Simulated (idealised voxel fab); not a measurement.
Title: Process Module voxel double patterning
Cross-section cut: width 250 nm, square cells of 5 nm.
Think of the cross-section as a grid of square cells. We describe it in bands, top to bottom, and each band covers one or more rows of those cells.
Look at the band entry: it leads with the top's height and the bottom's height in nm. Then it lists the materials left to right, with a width in nm for each. The word "full width" on a single material says that material fills the band edge to edge. The word "empty" is empty space.
For the purposes of this specification, 0 denotes the height below which the wafer in its as-received condition is composed wholly of one material, and the lowermost band, lacking a lower limit, extends downward without end, as expressed in "top 0, no bottom".
Width: "30 to 40" (first number = top row, second number = bottom row, same change from row to row of cells).
"same as before" (step): cross-section cells unchanged, all of them.
"Fully closed voids": sealed empty spaces, 8 cells or more, no open way to top, listed width x height at distance, with distance from the left edge and width, height and distance in nm.
Post-settings text on a step line: simulator's own remark regarding the step.
overlay nm, on a step with a mask: how far to the right of its planned place the mask lay; to the left if negative

The steps planned for the process are as follows
1. RECEIVE | material Si
2. CONFORMAL_DEP | material SiN | thk nm 10
3. DIRECTIONAL_DEP | material SiO2 | thk nm 20
4. DIRECTIONAL_DEP | material SiCN | thk nm 10
5. MASKED_ETCH | tone open | mask id FIRST | width nm 15 | pitch nm 50 | etch materials SiCN | depth nm 10 | overlay nm 0
6. DIRECTIONAL_DEP | material aC | thk nm 10
7. PATTERN | tone open | mask id SECOND | material resist | width nm 15 | pitch nm 50 | thk nm 30 | overlay nm -15
8. DIRECTIONAL_ETCH | etch materials aC | depth nm 10
9. STRIP | etch materials resist
10. DIRECTIONAL_ETCH | etch materials SiCN | depth nm 10
11. STRIP | etch materials aC
12. DIRECTIONAL_ETCH | etch materials SiO2 | depth nm 20
13. STRIP | etch materials SiCN
Quick note for whoever runs this: the wafers start identical, but the overlay nm at step 7 isn't the same across them. The plan just shows what the first wafer had.

Cross-sectional view of the first of several wafers in the as-received condition, corresponding to the state following step 1
* top 0, no bottom = Si full width
* Fully closed voids: none

Rows = wafers. At module end, each row lists per material the cells gained (+) or lost (-) since the wafer was received, then the closed voids
overlay nm -15; +100 SiN; +148 SiO2; Fully closed voids: none
overlay nm -10; +100 SiN; +140 SiO2; Fully closed voids: none
overlay nm -5; +100 SiN; +140 SiO2; Fully closed voids: none
overlay nm 0; +100 SiN; +140 SiO2; Fully closed voids: none
overlay nm 5; +100 SiN; +140 SiO2; Fully closed voids: none
overlay nm 10; +100 SiN; +140 SiO2; Fully closed voids: none
overlay nm 15; +100 SiN; +148 SiO2; Fully closed voids: none
